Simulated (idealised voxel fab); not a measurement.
process module | voxel capacitor over wiring
cross-section cut | 230 nm wide | cells 5 nm
A cross-section is a grid of square cells, given in bands from the top down. A band is one or more rows of cells.
Each band's line starts with the height of the band's top and of its bottom, in nm. Then come its materials from left to right, each with its width in nm. One material with "throughout" fills the band from edge to edge. "air" is empty space.
Height 0 is the level under which the wafer as received is all one material. The lowest band goes on downwards, as in "0 down".
A width such as "30 to 40" changes by the same amount from each row of cells to the next, from the band's top row to its bottom row.
"no change" after a step means that no cell of the cross-section changed.
closed voids: empty space of 8 cells or more with no open way to the top, each as width x height at its distance from the left edge, in nm
after a step's settings: what the simulator itself notes on the step
overlay nm, on a step with a mask: how far to the right of its planned place the mask lay; to the left if negative
plan
1 op RECEIVE | material Si
2 op CONFORMAL_DEP | material SiO2 | thk nm 10
3 op DIRECTIONAL_DEP | material TiN | thk nm 5
4 op DIRECTIONAL_DEP | material W | thk nm 25
5 op DIRECTIONAL_DEP | material aC | thk nm 10
6 op PATTERN | tone cover | mask id METAL_1 | material resist | width nm 30 | pitch nm 85 | thk nm 30 | overlay nm 0
7 op DIRECTIONAL_ETCH | etch materials aC | depth nm 10
8 op STRIP | etch materials resist
9 op DIRECTIONAL_ETCH | etch materials W | depth nm 25
10 op DIRECTIONAL_ETCH | etch materials TiN | depth nm 5
11 op STRIP | etch materials aC
12 op FILL_DEP | material SiO2 | thk nm 5
13 op CMP | height nm 40
14 op CONFORMAL_DEP | material SiCN | thk nm 5
15 op DIRECTIONAL_DEP | material SiO2 | thk nm 20
16 op PATTERN | tone open | mask id PLUG_1 | material resist | width nm 15 | thk nm 20 | overlay nm 0
17 op DIRECTIONAL_ETCH | etch materials SiO2 | depth nm 20
18 op DIRECTIONAL_ETCH | etch materials SiCN | depth nm 5
19 op STRIP | etch materials resist
20 op CONFORMAL_DEP | material TiN | thk nm 5
21 op FILL_DEP | material Ru | thk nm 10
22 op CMP | height nm 65
23 op DIRECTIONAL_DEP | material TiN | thk nm 10
24 op DIRECTIONAL_DEP | material SiN | thk nm 5
25 op DIRECTIONAL_DEP | material TiN | thk nm 10
26 op PATTERN | tone cover | mask id UPPER_PLATE | material resist | width nm 60 | thk nm 20 | overlay nm 0
27 op DIRECTIONAL_ETCH | etch materials TiN | depth nm 10
28 op DIRECTIONAL_ETCH | etch materials SiN | depth nm 5
29 op STRIP | etch materials resist
30 op PATTERN | tone cover | mask id LOWER_PLATE | material resist | width nm 70 | thk nm 15 | overlay nm 0
31 op DIRECTIONAL_ETCH | etch materials TiN | depth nm 10
32 op STRIP | etch materials resist
33 op FILL_DEP | material SiO2 | thk nm 15
34 op CMP | height nm 100
35 op PATTERN | tone open | mask id PLUG_2 | material resist | width nm 15 | thk nm 20 | overlay nm 0
36 op DIRECTIONAL_ETCH | etch materials SiO2 | depth nm 10
37 op STRIP | etch materials resist
38 op CONFORMAL_DEP | material TiN | thk nm 5
39 op FILL_DEP | material W | thk nm 10
40 op CMP | height nm 100
41 op CONFORMAL_DEP | material SiN | thk nm 5
as received, after step 1
  0 down: Si throughout
  closed voids: none
a wafer at the end: this start, this plan, one mistake
  105 to 100: SiN throughout
  100 to 95: SiO2 80 | TiN 5 | W 5 | TiN 5 | SiO2 135
  95 to 90: SiO2 80 | TiN 15 | SiO2 135
  90 to 80: SiO2 70 | TiN 65 | SiO2 95
  80 to 75: SiO2 70 | SiN 65 | SiO2 95
  75 to 65: SiO2 65 | TiN 70 | SiO2 95
  65 to 45: SiO2 70 | TiN 5 | Ru 5 | TiN 5 | SiO2 145
  45 to 40: SiCN 70 | TiN 15 | SiCN 145
  40 to 15: SiO2 55 | W 30 | SiO2 55 | W 30 | SiO2 60
  15 to 10: SiO2 55 | TiN 30 | SiO2 55 | TiN 30 | SiO2 60
  10 to 0: SiO2 throughout
  0 down: Si throughout
  closed voids: none
what went wrong: step 26 ran as: op PATTERN | tone cover | mask id UPPER_PLATE | material resist | width nm 65 | thk nm 20 | overlay nm 0
